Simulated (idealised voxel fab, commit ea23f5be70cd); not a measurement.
process module | voxel ribs on slabs
cross-section cut | 185 nm wide | cells 5 nm
A cross-section is a grid of square cells, given in bands from the top down. A band is one or more rows of cells.
Each band's line starts with the height of the band's top and of its bottom, in nm. Then come its materials from left to right, each with its width in nm. One material with "throughout" fills the band from edge to edge. "air" is empty space.
Height 0 is the level under which the wafer as received is all one material. The lowest band goes on downwards, as in "0 down".
A width such as "30 to 40" changes by the same amount from each row of cells to the next, from the band's top row to its bottom row.
"no change" after a step means that no cell of the cross-section changed.
closed voids: empty space of 8 cells or more with no open way to the top, each as width x height at its distance from the left edge, in nm
after a step's settings: what the simulator itself notes on the step
overlay nm, on a step with a mask: how far to the right of its planned place the mask lay; to the left if negative
plan
1 op RECEIVE | material Si
2 op DIRECTIONAL_DEP | material SiO2 | thk nm 20
3 op DIRECTIONAL_DEP | material polySi | thk nm 15
4 op MASKED_ETCH | tone cover | mask id RIB | width nm 15 | etch materials polySi | depth nm 5 | overlay nm 0
5 op MASKED_ETCH | tone cover | mask id SLAB | width nm 55 | etch materials polySi | depth nm 10 | overlay nm 0
6 op FILL_DEP | material SiO2 | thk nm 20
7 op CMP | height nm 45
8 op DIRECTIONAL_DEP | material TiN | thk nm 5
9 op DIRECTIONAL_DEP | material aC | thk nm 10
10 op PATTERN | tone cover | mask id HEATER | material resist | width nm 25 | thk nm 30 | overlay nm 0
11 op DIRECTIONAL_ETCH | etch materials aC | depth nm 10
12 op STRIP | etch materials resist
13 op DIRECTIONAL_ETCH | etch materials TiN | depth nm 5
14 op STRIP | etch materials aC
15 op CONFORMAL_DEP | material SiN | thk nm 5
first wafer, as planned
as received, after step 1
  0 down: Si throughout
  closed voids: none
after step 2
  20 to 0: SiO2 throughout
  below 0: unchanged
after step 3
  35 to 20: polySi throughout
  below 20: unchanged
after step 4
  35 to 30: air 85 | polySi 15 | air 85
  below 30: unchanged
after step 5
  35 to 30: air 85 | polySi 15 | air 85
  30 to 20: air 65 | polySi 55 | air 65
  below 20: unchanged
after step 6
  55 to 35: SiO2 throughout
  35 to 30: SiO2 85 | polySi 15 | SiO2 85
  30 to 20: SiO2 65 | polySi 55 | SiO2 65
  below 20: unchanged
after step 7
  45 to 35: SiO2 throughout
  below 35: unchanged
after step 8
  50 to 45: TiN throughout
  below 45: unchanged
after step 9
  60 to 50: aC throughout
  below 50: unchanged
after step 10
  90 to 60: air 80 | resist 25 | air 80
  below 60: unchanged
after step 11
  80 to 60: air 80 | resist 25 | air 80
  60 to 50: air 80 | aC 25 | air 80
  below 50: unchanged
after step 12
  60 to 50: air 80 | aC 25 | air 80
  below 50: unchanged
after step 13
  60 to 50: air 80 | aC 25 | air 80
  50 to 45: air 80 | TiN 25 | air 80
  below 45: unchanged
after step 14
  50 to 45: air 80 | TiN 25 | air 80
  below 45: unchanged
after step 15
  55 to 50: air 75 | SiN 35 | air 75
  50 to 45: SiN 80 | TiN 25 | SiN 80
  below 45: unchanged
second wafer: like start, like plan, one mistake. Through step 4 it matches the first wafer
when step 5 should have ended
  35 to 30: air 85 | polySi 15 | air 85
  30 to 20: air 65 | polySi 60 | air 60
  below 20: unchanged
when step 6 should have ended
  55 to 35: SiO2 throughout
  35 to 30: SiO2 85 | polySi 15 | SiO2 85
  30 to 20: SiO2 65 | polySi 60 | SiO2 60
  below 20: unchanged
when step 7 should have ended
  45 to 35: SiO2 throughout
  below 35: unchanged
when step 8 should have ended
  50 to 45: TiN throughout
  below 45: unchanged
when step 9 should have ended
  60 to 50: aC throughout
  below 50: unchanged
when step 10 should have ended
  90 to 60: air 80 | resist 25 | air 80
  below 60: unchanged
when step 11 should have ended
  80 to 60: air 80 | resist 25 | air 80
  60 to 50: air 80 | aC 25 | air 80
  below 50: unchanged
when step 12 should have ended
  60 to 50: air 80 | aC 25 | air 80
  below 50: unchanged
when step 13 should have ended
  60 to 50: air 80 | aC 25 | air 80
  50 to 45: air 80 | TiN 25 | air 80
  below 45: unchanged
when step 14 should have ended
  50 to 45: air 80 | TiN 25 | air 80
  below 45: unchanged
when step 15 should have ended
  55 to 50: air 75 | SiN 35 | air 75
  50 to 45: SiN 80 | TiN 25 | SiN 80
  below 45: unchanged
what went wrong: step 5 ran as: op MASKED_ETCH | tone cover | mask id SLAB | width nm 60 | etch materials polySi | depth nm 10 | overlay nm 0
at the end the second wafer has, in cells: 2 fewer of SiO2 | 2 more of polySi
